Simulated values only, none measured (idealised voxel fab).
The document below concerns the process module designated voxel gate over fins.
Square cell edge 5 nm, section width 215 nm, ID cut.
A cross-section is a grid of square cells, given in bands from the top down. A band is one or more rows of cells.
What a band's entry tells you: where the top is and where the bottom is, as heights in nm, and after that what lies inside, material by material from left to right, each with its width in nm. Empty space is written as the word "empty", and a single material marked with the word "all across" occupies the band from edge to edge.
Counting heights begins at 0, where everything beneath is, in the wafer as received, one material. The lowest band has no bottom; it goes on downwards, as "0 and below" shows.
Top row gets the first number, bottom row gets the second, and each row in between changes by the same step: that is how a band width like "30 to 40" works.
Any step labelled "changes: none" changed none of the cells in the cross-section.
"Entrapped void list" specifies each empty space that is not open to the top and that occupies no fewer than 8 cells, using the form width x height at distance, the distance measured from the left edge and all three quantities in nm.
Formally, on a step line, whatever follows the settings is a remark that the simulator itself makes on the step.
overlay nm: step with mask; distance mask lay right of planned place; negative value = left of planned place.
Below is the list of planned process steps:
1 RECEIVE: material Si
2 CONFORMAL_DEP: material SiN, thk nm 10
3 DIRECTIONAL_DEP: material aC, thk nm 10
4 PATTERN: tone cover, mask id FINS, material resist, width nm 15, pitch nm 45, thk nm 25, overlay nm 0
5 DIRECTIONAL_ETCH: etch materials aC, depth nm 10
6 STRIP: etch materials resist
7 DIRECTIONAL_ETCH: etch materials SiN, depth nm 10
8 DIRECTIONAL_ETCH: etch materials Si, depth nm 35
9 STRIP: etch materials aC
10 FILL_DEP: material SiO2, thk nm 15
11 CMP: height nm 10
12 SELECTIVE_ETCH: etch materials SiO2, depth nm 25
13 STRIP: etch materials SiN
14 CONFORMAL_DEP: material HfO2, thk nm 5
15 CONFORMAL_DEP: material TiN, thk nm 5
16 FILL_DEP: material W, thk nm 10
17 CMP: height nm 15
18 CONFORMAL_DEP: material SiCN, thk nm 10
Cross-section of the incoming wafer, state after step 1:
	0 and below  Si all across
	Entrapped void list: none
Same starting wafer, same plan as above, one mistake in the execution; this is the cross-section at the end of the module:
	25 down to 15  SiCN all across
	15 down to 10  W all across
	10 down to 5  TiN all across
	5 down to 0  HfO2 (60); TiN (5); HfO2 (40); TiN (5); HfO2 (40); TiN (5); HfO2 (60)
	0 down to -10  Si (55); HfO2 (5); TiN (5); HfO2 (5); Si (30); HfO2 (5); TiN (5); HfO2 (5); Si (30); HfO2 (5); TiN (5); HfO2 (5); Si (55)
	-10 down to -15  Si (55); HfO2 (15); Si (30); HfO2 (15); Si (30); HfO2 (15); Si (55)
	-15 down to -35  Si (55); SiO2 (15); Si (30); SiO2 (15); Si (30); SiO2 (15); Si (55)
	-35 and below  Si all across
	Entrapped void list: none
So what did we get wrong on this run? note that step 4 departed from the planned setting and was carried out as PATTERN: tone open, mask id FINS, material resist, width nm 15, pitch nm 45, thk nm 25, overlay nm 0
